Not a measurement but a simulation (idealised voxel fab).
Process module, titled voxel gate over fins
Shown is cross-section cut, with a width of 275 nm and square cells of size 5 nm.
Cross-section format: a grid of square cells, given as bands from top to bottom; each band is one or more rows of cells. For a band, the entry starts with two heights in nm, that of the top and then that of the bottom, and carries on with the band's materials in order from left to right, each alongside its width in nm; the word "edge to edge" beside a single material means it fills the band edge to edge, and "blank" means empty space. Convention: height 0 is the level below which the wafer, as received, is all one material. The lowest band does not terminate at the bottom but continues downward, represented as "0 nm and below". It should be noted that a width expressed as "30..40" varies in equal increments from row to row of cells within the band, taking the value of the first number at the top row and that of the second number at the bottom row. No cell of the cross-section changed in a step that is given as "stayed the same". Under "Cavities, sealed" you'll find the enclosed gaps, the ones with no way out to the top, that are 8 cells or bigger; each reads width x height at distance, with distance counted from the left edge, everything in nm. That trailing text on a step's line, after the settings, is the simulator's own remark on the step. A step line may carry the setting "overlay nm", which, for steps involving a mask, states the distance by which the mask lay to the right of its intended position; negative values denote displacement to the left.

Process steps - plan
| 1 | RECEIVE, material Si |
| 2 | CONFORMAL_DEP, material SiN, thk nm 10 |
| 3 | DIRECTIONAL_DEP, material aC, thk nm 10 |
| 4 | PATTERN, tone cover, mask id FINS, material resist, width nm 15, pitch nm 55, thk nm 25, overlay nm 0 |
| 5 | DIRECTIONAL_ETCH, etch materials aC, depth nm 10 |
| 6 | STRIP, etch materials resist |
| 7 | DIRECTIONAL_ETCH, etch materials SiN, depth nm 10 |
| 8 | DIRECTIONAL_ETCH, etch materials Si, depth nm 40 |
| 9 | STRIP, etch materials aC |
| 10 | OXIDIZE, depth nm 5 |
| 11 | FILL_DEP, material SiO2, thk nm 5 |
| 12 | CMP, height nm 10 |
| 13 | PATTERN, tone open, mask id RAIL, material resist, width nm 15, thk nm 15, overlay nm 0 |
| 14 | DIRECTIONAL_ETCH, etch materials SiO2, depth nm 45 |
| 15 | STRIP, etch materials resist |
| 16 | CONFORMAL_DEP, material TiN, thk nm 5 |
| 17 | FILL_DEP, material W, thk nm 10 |
| 18 | CMP, height nm 10 |
| 19 | SELECTIVE_ETCH, etch materials W Ru TiN, depth nm 30 |
| 20 | FILL_DEP, material SiO2, thk nm 5 |
| 21 | CMP, height nm 10 |
| 22 | SELECTIVE_ETCH, etch materials SiO2, depth nm 25 |
| 23 | STRIP, etch materials SiN |
| 24 | CONFORMAL_DEP, material HfO2, thk nm 5 |
| 25 | CONFORMAL_DEP, material TiN, thk nm 5 |
| 26 | CONFORMAL_DEP, material TiAl, thk nm 5 |
| 27 | CONFORMAL_DEP, material TiN, thk nm 5 |
| 28 | FILL_DEP, material W, thk nm 10 |
| 29 | CMP, height nm 25 |
| 30 | CONFORMAL_DEP, material SiN, thk nm 5 |

Account of the first of two wafers, which was processed as intended

Wafer cross-section on receipt, i.e. after step 1
* 0 nm and below | Si edge to edge
* Cavities, sealed: none

So this is the wafer cross-section right after step 2
* 10 nm to 0 nm | SiN edge to edge
* Nothing below the height 0 has changed.

So this is the wafer cross-section right after step 3
* 20 nm to 10 nm | aC edge to edge
* Nothing below the height 10 has changed.

So this is the wafer cross-section right after step 4
* 45 nm to 20 nm | blank 75 nm / resist 15 nm / blank 40 nm / resist 15 nm / blank 40 nm / resist 15 nm / blank 75 nm
* Nothing below the height 20 has changed.

So this is the wafer cross-section right after step 5
* 35 nm to 20 nm | blank 75 nm / resist 15 nm / blank 40 nm / resist 15 nm / blank 40 nm / resist 15 nm / blank 75 nm
* 20 nm to 10 nm | blank 75 nm / aC 15 nm / blank 40 nm / aC 15 nm / blank 40 nm / aC 15 nm / blank 75 nm
* Nothing below the height 10 has changed.

So this is the wafer cross-section right after step 6
* 20 nm to 10 nm | blank 75 nm / aC 15 nm / blank 40 nm / aC 15 nm / blank 40 nm / aC 15 nm / blank 75 nm
* Nothing below the height 10 has changed.

So this is the wafer cross-section right after step 7
* 20 nm to 10 nm | blank 75 nm / aC 15 nm / blank 40 nm / aC 15 nm / blank 40 nm / aC 15 nm / blank 75 nm
* 10 nm to 0 nm | blank 75 nm / SiN 15 nm / blank 40 nm / SiN 15 nm / blank 40 nm / SiN 15 nm / blank 75 nm
* Nothing below the height 0 has changed.

So this is the wafer cross-section right after step 8
* 20 nm to 10 nm | blank 75 nm / aC 15 nm / blank 40 nm / aC 15 nm / blank 40 nm / aC 15 nm / blank 75 nm
* 10 nm to 0 nm | blank 75 nm / SiN 15 nm / blank 40 nm / SiN 15 nm / blank 40 nm / SiN 15 nm / blank 75 nm
* 0 nm to -40 nm | blank 75 nm / Si 15 nm / blank 40 nm / Si 15 nm / blank 40 nm / Si 15 nm / blank 75 nm
* Nothing below the height -40 has changed.

So this is the wafer cross-section right after step 9
* 10 nm to 0 nm | blank 75 nm / SiN 15 nm / blank 40 nm / SiN 15 nm / blank 40 nm / SiN 15 nm / blank 75 nm
* Nothing below the height 0 has changed.

So this is the wafer cross-section right after step 10
* 10 nm to 0 nm | blank 75 nm / SiN 15 nm / blank 40 nm / SiN 15 nm / blank 40 nm / SiN 15 nm / blank 75 nm
* 0 nm to -40 nm | blank 75 nm / SiO2 5 nm / Si 5 nm / SiO2 5 nm / blank 40 nm / SiO2 5 nm / Si 5 nm / SiO2 5 nm / blank 40 nm / SiO2 5 nm / Si 5 nm / SiO2 5 nm / blank 75 nm
* -40 nm to -45 nm | SiO2 80 nm / Si 5 nm / SiO2 50 nm / Si 5 nm / SiO2 50 nm / Si 5 nm / SiO2 80 nm
* Nothing below the height -45 has changed.

So this is the wafer cross-section right after step 11
* 15 nm to 10 nm | SiO2 edge to edge
* 10 nm to 0 nm | SiO2 75 nm / SiN 15 nm / SiO2 40 nm / SiN 15 nm / SiO2 40 nm / SiN 15 nm / SiO2 75 nm
* 0 nm to -45 nm | SiO2 80 nm / Si 5 nm / SiO2 50 nm / Si 5 nm / SiO2 50 nm / Si 5 nm / SiO2 80 nm
* Nothing below the height -45 has changed.

So this is the wafer cross-section right after step 12
* 10 nm to 0 nm | SiO2 75 nm / SiN 15 nm / SiO2 40 nm / SiN 15 nm / SiO2 40 nm / SiN 15 nm / SiO2 75 nm
* Nothing below the height 0 has changed.

So this is the wafer cross-section right after step 13
* 25 nm to 10 nm | resist 100 nm / blank 15 nm / resist 160 nm
* Nothing below the height 10 has changed.

So this is the wafer cross-section right after step 14
* 25 nm to 10 nm | resist 100 nm / blank 15 nm / resist 160 nm
* 10 nm to 0 nm | SiO2 75 nm / SiN 15 nm / SiO2 10 nm / blank 15 nm / SiO2 15 nm / SiN 15 nm / SiO2 40 nm / SiN 15 nm / SiO2 75 nm
* 0 nm to -35 nm | SiO2 80 nm / Si 5 nm / SiO2 15 nm / blank 15 nm / SiO2 20 nm / Si 5 nm / SiO2 50 nm / Si 5 nm / SiO2 80 nm
* Nothing below the height -35 has changed.

So this is the wafer cross-section right after step 15
* 10 nm to 0 nm | SiO2 75 nm / SiN 15 nm / SiO2 10 nm / blank 15 nm / SiO2 15 nm / SiN 15 nm / SiO2 40 nm / SiN 15 nm / SiO2 75 nm
* Nothing below the height 0 has changed.

So this is the wafer cross-section right after step 16
* 15 nm to 10 nm | TiN 105 nm / blank 5 nm / TiN 165 nm
* 10 nm to 0 nm | SiO2 75 nm / SiN 15 nm / SiO2 10 nm / TiN 5 nm / blank 5 nm / TiN 5 nm / SiO2 15 nm / SiN 15 nm / SiO2 40 nm / SiN 15 nm / SiO2 75 nm
* 0 nm to -30 nm | SiO2 80 nm / Si 5 nm / SiO2 15 nm / TiN 5 nm / blank 5 nm / TiN 5 nm / SiO2 20 nm / Si 5 nm / SiO2 50 nm / Si 5 nm / SiO2 80 nm
* -30 nm to -35 nm | SiO2 80 nm / Si 5 nm / SiO2 15 nm / TiN 15 nm / SiO2 20 nm / Si 5 nm / SiO2 50 nm / Si 5 nm / SiO2 80 nm
* Nothing below the height -35 has changed.

So this is the wafer cross-section right after step 17
* 25 nm to 15 nm | W edge to edge
* 15 nm to 10 nm | TiN 105 nm / W 5 nm / TiN 165 nm
* 10 nm to 0 nm | SiO2 75 nm / SiN 15 nm / SiO2 10 nm / TiN 5 nm / W 5 nm / TiN 5 nm / SiO2 15 nm / SiN 15 nm / SiO2 40 nm / SiN 15 nm / SiO2 75 nm
* 0 nm to -30 nm | SiO2 80 nm / Si 5 nm / SiO2 15 nm / TiN 5 nm / W 5 nm / TiN 5 nm / SiO2 20 nm / Si 5 nm / SiO2 50 nm / Si 5 nm / SiO2 80 nm
* Nothing below the height -30 has changed.

So this is the wafer cross-section right after step 18
* 10 nm to 0 nm | SiO2 75 nm / SiN 15 nm / SiO2 10 nm / TiN 5 nm / W 5 nm / TiN 5 nm / SiO2 15 nm / SiN 15 nm / SiO2 40 nm / SiN 15 nm / SiO2 75 nm
* Nothing below the height 0 has changed.

So this is the wafer cross-section right after step 19
* 10 nm to 0 nm | SiO2 75 nm / SiN 15 nm / SiO2 10 nm / blank 15 nm / SiO2 15 nm / SiN 15 nm / SiO2 40 nm / SiN 15 nm / SiO2 75 nm
* 0 nm to -20 nm | SiO2 80 nm / Si 5 nm / SiO2 15 nm / blank 15 nm / SiO2 20 nm / Si 5 nm / SiO2 50 nm / Si 5 nm / SiO2 80 nm
* Nothing below the height -20 has changed.

So this is the wafer cross-section right after step 20
* 15 nm to 10 nm | SiO2 edge to edge
* 10 nm to 0 nm | SiO2 75 nm / SiN 15 nm / SiO2 40 nm / SiN 15 nm / SiO2 40 nm / SiN 15 nm / SiO2 75 nm
* 0 nm to -20 nm | SiO2 80 nm / Si 5 nm / SiO2 50 nm / Si 5 nm / SiO2 50 nm / Si 5 nm / SiO2 80 nm
* Nothing below the height -20 has changed.

So this is the wafer cross-section right after step 21
* 10 nm to 0 nm | SiO2 75 nm / SiN 15 nm / SiO2 40 nm / SiN 15 nm / SiO2 40 nm / SiN 15 nm / SiO2 75 nm
* Nothing below the height 0 has changed.

So this is the wafer cross-section right after step 22
* 10 nm to 0 nm | blank 75 nm / SiN 15 nm / blank 40 nm / SiN 15 nm / blank 40 nm / SiN 15 nm / blank 75 nm
* 0 nm to -15 nm | blank 80 nm / Si 5 nm / blank 50 nm / Si 5 nm / blank 50 nm / Si 5 nm / blank 80 nm
* Nothing below the height -15 has changed.

So this is the wafer cross-section right after step 23
* 0 nm to -15 nm | blank 80 nm / Si 5 nm / blank 50 nm / Si 5 nm / blank 50 nm / Si 5 nm / blank 80 nm
* Nothing below the height -15 has changed.

So this is the wafer cross-section right after step 24
* 5 nm to 0 nm | blank 75 nm / HfO2 15 nm / blank 40 nm / HfO2 15 nm / blank 40 nm / HfO2 15 nm / blank 75 nm
* 0 nm to -10 nm | blank 75 nm / HfO2 5 nm / Si 5 nm / HfO2 5 nm / blank 40 nm / HfO2 5 nm / Si 5 nm / HfO2 5 nm / blank 40 nm / HfO2 5 nm / Si 5 nm / HfO2 5 nm / blank 75 nm
* -10 nm to -15 nm | HfO2 80 nm / Si 5 nm / HfO2 50 nm / Si 5 nm / HfO2 50 nm / Si 5 nm / HfO2 80 nm
* Nothing below the height -15 has changed.

So this is the wafer cross-section right after step 25
* 10 nm to 5 nm | blank 70 nm / TiN 25 nm / blank 30 nm / TiN 25 nm / blank 30 nm / TiN 25 nm / blank 70 nm
* 5 nm to 0 nm | blank 70 nm / TiN 5 nm / HfO2 15 nm / TiN 5 nm / blank 30 nm / TiN 5 nm / HfO2 15 nm / TiN 5 nm / blank 30 nm / TiN 5 nm / HfO2 15 nm / TiN 5 nm / blank 70 nm
* 0 nm to -5 nm | blank 70 nm / TiN 5 nm / HfO2 5 nm / Si 5 nm / HfO2 5 nm / TiN 5 nm / blank 30 nm / TiN 5 nm / HfO2 5 nm / Si 5 nm / HfO2 5 nm / TiN 5 nm / blank 30 nm / TiN 5 nm / HfO2 5 nm / Si 5 nm / HfO2 5 nm / TiN 5 nm / blank 70 nm
* -5 nm to -10 nm | TiN 75 nm / HfO2 5 nm / Si 5 nm / HfO2 5 nm / TiN 40 nm / HfO2 5 nm / Si 5 nm / HfO2 5 nm / TiN 40 nm / HfO2 5 nm / Si 5 nm / HfO2 5 nm / TiN 75 nm
* Nothing below the height -10 has changed.

So this is the wafer cross-section right after step 26
* 15 nm to 10 nm | blank 65 nm / TiAl 35 nm / blank 20 nm / TiAl 35 nm / blank 20 nm / TiAl 35 nm / blank 65 nm
* 10 nm to 5 nm | blank 65 nm / TiAl 5 nm / TiN 25 nm / TiAl 5 nm / blank 20 nm / TiAl 5 nm / TiN 25 nm / TiAl 5 nm / blank 20 nm / TiAl 5 nm / TiN 25 nm / TiAl 5 nm / blank 65 nm
* 5 nm to 0 nm | blank 65 nm / TiAl 5 nm / TiN 5 nm / HfO2 15 nm / TiN 5 nm / TiAl 5 nm / blank 20 nm / TiAl 5 nm / TiN 5 nm / HfO2 15 nm / TiN 5 nm / TiAl 5 nm / blank 20 nm / TiAl 5 nm / TiN 5 nm / HfO2 15 nm / TiN 5 nm / TiAl 5 nm / blank 65 nm
* 0 nm to -5 nm | TiAl 70 nm / TiN 5 nm / HfO2 5 nm / Si 5 nm / HfO2 5 nm / TiN 5 nm / TiAl 30 nm / TiN 5 nm / HfO2 5 nm / Si 5 nm / HfO2 5 nm / TiN 5 nm / TiAl 30 nm / TiN 5 nm / HfO2 5 nm / Si 5 nm / HfO2 5 nm / TiN 5 nm / TiAl 70 nm
* Nothing below the height -5 has changed.

So this is the wafer cross-section right after step 27
* 20 nm to 15 nm | blank 60 nm / TiN 45 nm / blank 10 nm / TiN 45 nm / blank 10 nm / TiN 45 nm / blank 60 nm
* 15 nm to 10 nm | blank 60 nm / TiN 5 nm / TiAl 35 nm / TiN 5 nm / blank 10 nm / TiN 5 nm / TiAl 35 nm / TiN 5 nm / blank 10 nm / TiN 5 nm / TiAl 35 nm / TiN 5 nm / blank 60 nm
* 10 nm to 5 nm | blank 60 nm / TiN 5 nm / TiAl 5 nm / TiN 25 nm / TiAl 5 nm / TiN 5 nm / blank 10 nm / TiN 5 nm / TiAl 5 nm / TiN 25 nm / TiAl 5 nm / TiN 5 nm / blank 10 nm / TiN 5 nm / TiAl 5 nm / TiN 25 nm / TiAl 5 nm / TiN 5 nm / blank 60 nm
* 5 nm to 0 nm | TiN 65 nm / TiAl 5 nm / TiN 5 nm / HfO2 15 nm / TiN 5 nm / TiAl 5 nm / TiN 20 nm / TiAl 5 nm / TiN 5 nm / HfO2 15 nm / TiN 5 nm / TiAl 5 nm / TiN 20 nm / TiAl 5 nm / TiN 5 nm / HfO2 15 nm / TiN 5 nm / TiAl 5 nm / TiN 65 nm
* Nothing below the height 0 has changed.

So this is the wafer cross-section right after step 28
* 30 nm to 20 nm | W edge to edge
* 20 nm to 15 nm | W 60 nm / TiN 45 nm / W 10 nm / TiN 45 nm / W 10 nm / TiN 45 nm / W 60 nm
* 15 nm to 10 nm | W 60 nm / TiN 5 nm / TiAl 35 nm / TiN 5 nm / W 10 nm / TiN 5 nm / TiAl 35 nm / TiN 5 nm / W 10 nm / TiN 5 nm / TiAl 35 nm / TiN 5 nm / W 60 nm
* 10 nm to 5 nm | W 60 nm / TiN 5 nm / TiAl 5 nm / TiN 25 nm / TiAl 5 nm / TiN 5 nm / W 10 nm / TiN 5 nm / TiAl 5 nm / TiN 25 nm / TiAl 5 nm / TiN 5 nm / W 10 nm / TiN 5 nm / TiAl 5 nm / TiN 25 nm / TiAl 5 nm / TiN 5 nm / W 60 nm
* Nothing below the height 5 has changed.

So this is the wafer cross-section right after step 29
* 25 nm to 20 nm | W edge to edge
* Nothing below the height 20 has changed.

So this is the wafer cross-section right after step 30
* 30 nm to 25 nm | SiN edge to edge
* Nothing below the height 25 has changed.

Wafer two of the pair: same origin, same plan, one error during the run; identical to wafer one up to and including step 25

when step 26 should have ended: stayed the same

when step 27 should have ended
* 15 nm to 5 nm | blank 65 nm / TiN 35 nm / blank 20 nm / TiN 35 nm / blank 20 nm / TiN 35 nm / blank 65 nm
* 5 nm to 0 nm | blank 65 nm / TiN 10 nm / HfO2 15 nm / TiN 10 nm / blank 20 nm / TiN 10 nm / HfO2 15 nm / TiN 10 nm / blank 20 nm / TiN 10 nm / HfO2 15 nm / TiN 10 nm / blank 65 nm
* 0 nm to -10 nm | TiN 75 nm / HfO2 5 nm / Si 5 nm / HfO2 5 nm / TiN 40 nm / HfO2 5 nm / Si 5 nm / HfO2 5 nm / TiN 40 nm / HfO2 5 nm / Si 5 nm / HfO2 5 nm / TiN 75 nm
* Nothing below the height -10 has changed.

when step 28 should have ended
* 25 nm to 15 nm | W edge to edge
* 15 nm to 5 nm | W 65 nm / TiN 35 nm / W 20 nm / TiN 35 nm / W 20 nm / TiN 35 nm / W 65 nm
* 5 nm to 0 nm | W 65 nm / TiN 10 nm / HfO2 15 nm / TiN 10 nm / W 20 nm / TiN 10 nm / HfO2 15 nm / TiN 10 nm / W 20 nm / TiN 10 nm / HfO2 15 nm / TiN 10 nm / W 65 nm
* Nothing below the height 0 has changed.

when step 29 should have ended: stayed the same

when step 30 should have ended
* 30 nm to 25 nm | SiN edge to edge
* Nothing below the height 25 has changed.
It is concluded that the wafer was processed incorrectly with respect to the plan, in that execution of step 26 of the plan did not take place, the step having been omitted
FYI, end of process, the second wafer has more or fewer cells of some materials than the first: -73 TiAl, +73 W
